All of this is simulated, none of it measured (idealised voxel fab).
process module | voxel gate over fins
cross-section cut | 205 nm wide | cells 5 nm
A cross-section is a grid of square cells, given in bands from the top down. A band is one or more rows of cells.
Each band's line starts with the height of the band's top and of its bottom, in nm. Then come its materials from left to right, each with its width in nm. One material with "throughout" fills the band from edge to edge. "air" is empty space.
Height 0 is the level under which the wafer as received is all one material. The lowest band goes on downwards, as in "0 down".
A width such as "30 to 40" changes by the same amount from each row of cells to the next, from the band's top row to its bottom row.
"no change" after a step means that no cell of the cross-section changed.
closed voids: empty space of 8 cells or more with no open way to the top, each as width x height at its distance from the left edge, in nm
after a step's settings: what the simulator itself notes on the step
overlay nm, on a step with a mask: how far to the right of its planned place the mask lay; to the left if negative
plan
1 op RECEIVE | material Si
2 op CONFORMAL_DEP | material SiN | thk nm 5
3 op MASKED_ETCH | tone cover | mask id FINS | width nm 15 | pitch nm 55 | etch materials SiN | depth nm 5 | overlay nm 0
4 op MASKED_ETCH | tone cover | mask id FINS | width nm 15 | pitch nm 55 | etch materials Si | depth nm 35 | overlay nm 0
5 op OXIDIZE | depth nm 5
6 op FILL_DEP | material SiO2 | thk nm 10
7 op CMP | height nm 5
8 op DIRECTIONAL_DEP | material aC | thk nm 15
9 op PATTERN | tone open | mask id RAIL | material resist | width nm 15 | thk nm 35 | overlay nm 0
10 op DIRECTIONAL_ETCH | etch materials aC | depth nm 15
11 op STRIP | etch materials resist
12 op DIRECTIONAL_ETCH | etch materials SiO2 | depth nm 35
13 op STRIP | etch materials aC
14 op CONFORMAL_DEP | material TiN | thk nm 5
15 op FILL_DEP | material Ru | thk nm 5
16 op CMP | height nm 5
17 op SELECTIVE_ETCH | etch materials W Ru TiN | depth nm 30
18 op FILL_DEP | material SiO2 | thk nm 5
19 op CMP | height nm 5
20 op SELECTIVE_ETCH | etch materials SiO2 | depth nm 20
21 op STRIP | etch materials SiN
22 op CONFORMAL_DEP | material HfO2 | thk nm 5
23 op CONFORMAL_DEP | material TiN | thk nm 5
24 op FILL_DEP | material W | thk nm 15
25 op CMP | height nm 20
26 op CONFORMAL_DEP | material SiCN | thk nm 5
as received, after step 1
  0 down: Si throughout
  closed voids: none
first wafer at the end, as planned
  25 to 20: SiCN throughout
  20 to 10: W throughout
  10 to 5: W 35 | TiN 25 | W 30 | TiN 25 | W 30 | TiN 25 | W 35
  5 to 0: W 35 | TiN 5 | HfO2 15 | TiN 5 | W 30 | TiN 5 | HfO2 15 | TiN 5 | W 30 | TiN 5 | HfO2 15 | TiN 5 | W 35
  0 to -5: W 35 | TiN 5 | HfO2 5 | Si 5 | HfO2 5 | TiN 5 | W 30 | TiN 5 | HfO2 5 | Si 5 | HfO2 5 | TiN 5 | W 30 | TiN 5 | HfO2 5 | Si 5 | HfO2 5 | TiN 5 | W 35
  -5 to -10: TiN 40 | HfO2 5 | Si 5 | HfO2 5 | TiN 40 | HfO2 5 | Si 5 | HfO2 5 | TiN 40 | HfO2 5 | Si 5 | HfO2 5 | TiN 40
  -10 to -15: HfO2 45 | Si 5 | HfO2 50 | Si 5 | HfO2 50 | Si 5 | HfO2 45
  -15 to -25: SiO2 45 | Si 5 | SiO2 50 | Si 5 | SiO2 50 | Si 5 | SiO2 45
  -25 to -30: SiO2 45 | Si 5 | SiO2 15 | TiN 15 | SiO2 20 | Si 5 | SiO2 50 | Si 5 | SiO2 45
  -30 to -40: SiO2 45 | Si 5 | SiO2 50 | Si 5 | SiO2 50 | Si 5 | SiO2 45
  -40 down: Si throughout
  closed voids: none
second wafer at the end: like start, like plan, one mistake
  25 to 20: SiCN throughout
  20 to 10: W throughout
  10 to 5: W 35 | TiN 30 | W 25 | TiN 30 | W 25 | TiN 30 | W 30
  5 to 0: W 35 | TiN 5 | HfO2 20 | TiN 5 | W 25 | TiN 5 | HfO2 20 | TiN 5 | W 25 | TiN 5 | HfO2 20 | TiN 5 | W 30
  0 to -5: W 35 | TiN 5 | HfO2 5 | Si 10 | HfO2 5 | TiN 5 | W 25 | TiN 5 | HfO2 5 | Si 10 | HfO2 5 | TiN 5 | W 25 | TiN 5 | HfO2 5 | Si 10 | HfO2 5 | TiN 5 | W 30
  -5 to -10: TiN 40 | HfO2 5 | Si 10 | HfO2 5 | TiN 35 | HfO2 5 | Si 10 | HfO2 5 | TiN 35 | HfO2 5 | Si 10 | HfO2 5 | TiN 35
  -10 to -15: HfO2 45 | Si 10 | HfO2 45 | Si 10 | HfO2 45 | Si 10 | HfO2 40
  -15 to -25: SiO2 45 | Si 10 | SiO2 45 | Si 10 | SiO2 45 | Si 10 | SiO2 40
  -25 to -30: SiO2 45 | Si 10 | SiO2 10 | TiN 15 | SiO2 20 | Si 10 | SiO2 45 | Si 10 | SiO2 40
  -30 to -40: SiO2 45 | Si 10 | SiO2 45 | Si 10 | SiO2 45 | Si 10 | SiO2 40
  -40 down: Si throughout
  closed voids: none
what went wrong: step 3 ran as: op MASKED_ETCH | tone cover | mask id FINS | width nm 20 | pitch nm 55 | etch materials SiN | depth nm 5 | overlay nm 0
at the end the second wafer has, in cells: 24 more of Si | 15 fewer of SiO2 | 9 fewer of W
